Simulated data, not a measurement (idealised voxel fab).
process module | voxel capacitor over wiring
In the cross-section labelled cut, the width is 275 nm and each square cell is 5 nm.
We lay out every cross-section as a grid of square cells and spell it out in bands from the top down, where one band means one or more rows of cells.
Heights first: top, then bottom, in nm. Then materials, left to right, each with a width in nm. "all across" on a single material: fills the band edge to edge. "blank": empty space.
Height 0 is the level under which the wafer as received is all one material. The lowest band goes on downwards, as in "0 nm and below".
You'd read "30->40" like this: the band's top row of cells is as wide as the first number, its bottom row is as wide as the second, and going down, every row changes width by the same amount as the row before did.
For the purposes of this document, the phrase "remained the same" attached to a step denotes that no cell within the cross-section was modified by that step.
The entry titled "Unvented voids" provides the empty spaces that have no open way to the top, restricted to those of 8 cells or more. Each is presented as width x height at distance, the distance being measured from the left edge, with all three in nm.
Where a step's line continues beyond its settings, the continuation is a remark by the simulator itself on that step.
overlay nm, on a step with a mask: how far to the right of its planned place the mask lay; to the left if negative
[These are the steps we planned for the process]
1. RECEIVE (material Si)
2. CONFORMAL_DEP (material SiO2; thk nm 15)
3. CONFORMAL_DEP (material SiCN; thk nm 5)
4. DIRECTIONAL_DEP (material lowk; thk nm 25)
5. PATTERN (tone open; mask id METAL_1; material resist; width nm 20; pitch nm 80; thk nm 15; overlay nm 0)
6. DIRECTIONAL_ETCH (etch materials lowk; depth nm 25)
7. DIRECTIONAL_ETCH (etch materials SiCN; depth nm 5)
8. STRIP (etch materials resist)
9. CONFORMAL_DEP (material TiN; thk nm 5)
10. FILL_DEP (material W; thk nm 10)
11. CMP (height nm 45)
12. EPI (material Ru; thk nm 5)
13. FILL_DEP (material SiCN; thk nm 5)
14. DIRECTIONAL_DEP (material SiO2; thk nm 10)
15. PATTERN (tone open; mask id PLUG_1; material resist; width nm 15; thk nm 15; overlay nm 0)
16. DIRECTIONAL_ETCH (etch materials SiO2; depth nm 10)
17. DIRECTIONAL_ETCH (etch materials SiCN; depth nm 5)
18. STRIP (etch materials resist)
19. CONFORMAL_DEP (material TiN; thk nm 5)
20. FILL_DEP (material W; thk nm 5)
21. CMP (height nm 65)
22. DIRECTIONAL_DEP (material TiN; thk nm 5)
23. DIRECTIONAL_DEP (material SiN; thk nm 5)
24. DIRECTIONAL_DEP (material TiN; thk nm 10)
25. DIRECTIONAL_DEP (material aC; thk nm 15)
26. PATTERN (tone cover; mask id UPPER_PLATE; material resist; width nm 65; thk nm 30; overlay nm 0)
27. DIRECTIONAL_ETCH (etch materials aC; depth nm 15)
28. STRIP (etch materials resist)
29. DIRECTIONAL_ETCH (etch materials TiN; depth nm 10)
30. DIRECTIONAL_ETCH (etch materials SiN; depth nm 5)
31. STRIP (etch materials aC)
32. PATTERN (tone cover; mask id LOWER_PLATE; material resist; width nm 75; thk nm 15; overlay nm 0)
33. DIRECTIONAL_ETCH (etch materials TiN; depth nm 5)
34. STRIP (etch materials resist)
35. FILL_DEP (material SiO2; thk nm 15)
36. CMP (height nm 95)
37. MASKED_ETCH (tone open; mask id PLUG_2; width nm 15; etch materials SiO2; depth nm 10; overlay nm 0)
38. CONFORMAL_DEP (material TiN; thk nm 5)
39. FILL_DEP (material Ru; thk nm 5)
40. CMP (height nm 95)
41. CONFORMAL_DEP (material SiN; thk nm 5)
Same starting wafers, different width nm at step 15. Plan value belongs to the first wafer.
[Received condition of the first of several wafers, sectioned: post-step 1]
    0 nm and below: Si all across
    Unvented voids: none
[Take a look at the first of several wafers in cross-section: the module is done, and step 41 was its last step]
    100 nm to 95 nm: SiN all across
    95 nm to 90 nm: SiO2 (100) | TiN (5) | Ru (5) | TiN (5) | SiO2 (160)
    90 nm to 85 nm: SiO2 (100) | TiN (15) | SiO2 (160)
    85 nm to 75 nm: SiO2 (90) | TiN (65) | SiO2 (120)
    75 nm to 70 nm: SiO2 (90) | SiN (65) | SiO2 (120)
    70 nm to 65 nm: SiO2 (85) | TiN (75) | SiO2 (115)
    65 nm to 55 nm: SiO2 (90) | TiN (5) | W (5) | TiN (5) | SiO2 (170)
    55 nm to 50 nm: SiCN (90) | TiN (15) | SiCN (170)
    50 nm to 45 nm: SiCN (80) | Ru (30) | SiCN (50) | Ru (30) | SiCN (85)
    45 nm to 20 nm: lowk (85) | TiN (5) | W (10) | TiN (5) | lowk (60) | TiN (5) | W (10) | TiN (5) | lowk (90)
    20 nm to 15 nm: SiCN (85) | TiN (20) | SiCN (60) | TiN (20) | SiCN (90)
    15 nm to 0 nm: SiO2 all across
    0 nm and below: Si all across
    Unvented voids: none
[Of the several wafers, the last: cross-section at the end of the module]
    100 nm to 95 nm: SiN all across
    95 nm to 90 nm: SiO2 (100) | TiN (5) | Ru (5) | TiN (5) | SiO2 (160)
    90 nm to 85 nm: SiO2 (100) | TiN (15) | SiO2 (160)
    85 nm to 75 nm: SiO2 (90) | TiN (65) | SiO2 (120)
    75 nm to 70 nm: SiO2 (90) | SiN (65) | SiO2 (120)
    70 nm to 65 nm: SiO2 (85) | TiN (75) | SiO2 (115)
    65 nm to 55 nm: SiO2 (85) | TiN (5) | W (20) | TiN (5) | SiO2 (160)
    55 nm to 50 nm: SiCN (85) | TiN (30) | SiCN (160)
    50 nm to 45 nm: SiCN (80) | Ru (30) | SiCN (50) | Ru (30) | SiCN (85)
    45 nm to 20 nm: lowk (85) | TiN (5) | W (10) | TiN (5) | lowk (60) | TiN (5) | W (10) | TiN (5) | lowk (90)
    20 nm to 15 nm: SiCN (85) | TiN (20) | SiCN (60) | TiN (20) | SiCN (90)
    15 nm to 0 nm: SiO2 all across
    0 nm and below: Si all across
    Unvented voids: none
[Where each wafer stands at the end of the module, a row apiece: cells of each material gained (+) or lost (-) since it was received, then closed voids]
width nm 15 | +13 Ru | +142 SiCN | +68 SiN | +539 SiO2 | +81 TiN | +22 W | +235 lowk | Unvented voids: none
width nm 20 | +13 Ru | +141 SiCN | +68 SiN | +537 SiO2 | +82 TiN | +24 W | +235 lowk | Unvented voids: none
width nm 25 | +13 Ru | +140 SiCN | +68 SiN | +535 SiO2 | +83 TiN | +26 W | +235 lowk | Unvented voids: none
width nm 30 | +13 Ru | +139 SiCN | +68 SiN | +533 SiO2 | +84 TiN | +28 W | +235 lowk | Unvented voids: none
